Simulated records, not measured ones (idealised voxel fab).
You're looking at the process module voxel double patterning.
Square cell edge 5 nm, section width 170 nm, ID cut.
Square cells in a grid make up a cross-section in this document, and the grid is given as bands, listed from the top down, each one or more rows of cells. Basically the band line says how high the top is and how high the bottom is, in nm, and then what's in it from left to right, every material with its width in nm. Empty space shows up as "empty", and if a single material carries "edge to edge" it runs the full band edge to edge. The level at which height equals 0 is the one under which the wafer, as it arrives, is entirely one material. No lower edge exists for the bottom band, which continues downward and is notated as in "0 nm and below". So if you see something like "30->40" for the width, read it as the top row of the band sitting at the first number and the bottom row at the second, with every row in between moving by the same amount as the last. "no modification", as given for a step, is the statement that not any cell of the cross-section underwent a change during that step. Look at "Closed void inventory" for the closed voids: empty spaces with no open path to the top, sized 8 cells or up. Each is width x height at distance, distance from the left edge, all nm. The remark found on a step's line after its settings is issued by the simulator itself and pertains to that step. When a step includes a mask, the "overlay nm" setting on its line states how far to the right of its planned place that mask lay, and negative values state how far to the left.
-- Here's what the planned process steps look like
| 1 | op RECEIVE | material Si |
| 2 | op CONFORMAL_DEP | material SiN | thk nm 5 |
| 3 | op DIRECTIONAL_DEP | material SiO2 | thk nm 10 |
| 4 | op DIRECTIONAL_DEP | material SiCN | thk nm 5 |
| 5 | op DIRECTIONAL_DEP | material aC | thk nm 10 |
| 6 | op PATTERN | tone open | mask id FIRST | material resist | width nm 15 | pitch nm 50 | thk nm 30 | overlay nm 0 |
| 7 | op DIRECTIONAL_ETCH | etch materials aC | depth nm 10 |
| 8 | op STRIP | etch materials resist |
| 9 | op DIRECTIONAL_ETCH | etch materials SiCN | depth nm 5 |
| 10 | op STRIP | etch materials aC |
| 11 | op PATTERN | tone open | mask id SECOND | material resist | width nm 15 | pitch nm 50 | thk nm 20 | overlay nm 0 |
| 12 | op DIRECTIONAL_ETCH | etch materials SiCN | depth nm 5 |
| 13 | op STRIP | etch materials resist |
| 14 | op DIRECTIONAL_ETCH | etch materials SiO2 | depth nm 10 |
| 15 | op STRIP | etch materials SiCN |
Keep in mind the plan's value for the width nm of step 11 comes from the first wafer; the wafers don't share that setting, but they do share the same starting point.
-- Step 1 complete: as-received cross-section of the first of several wafers
0 nm and below | Si edge to edge
Closed void inventory: none
-- Module end state after final step 15: cross-section of the first of several wafers
15 nm to 5 nm | SiO2: 25 | empty: 15 | SiO2: 10 | empty: 15 | SiO2: 10 | empty: 15 | SiO2: 10 | empty: 15 | SiO2: 10 | empty: 15 | SiO2: 30
5 nm to 0 nm | SiN edge to edge
0 nm and below | Si edge to edge
Closed void inventory: none
-- Final wafer of several, shown in cross-section at the end of the module
15 nm to 5 nm | SiO2: 25 | empty: 15 | SiO2: 5 | empty: 45 | SiO2: 5 | empty: 45 | SiO2: 30
5 nm to 0 nm | SiN edge to edge
0 nm and below | Si edge to edge
Closed void inventory: none
-- each wafer at the end: cells of each material gained (+) or lost (-) since it was received, then its closed voids
width nm 15 | +34 SiN | +38 SiO2 | Closed void inventory: none
width nm 20 | +34 SiN | +34 SiO2 | Closed void inventory: none
width nm 25 | +34 SiN | +30 SiO2 | Closed void inventory: none
width nm 30 | +34 SiN | +26 SiO2 | Closed void inventory: none
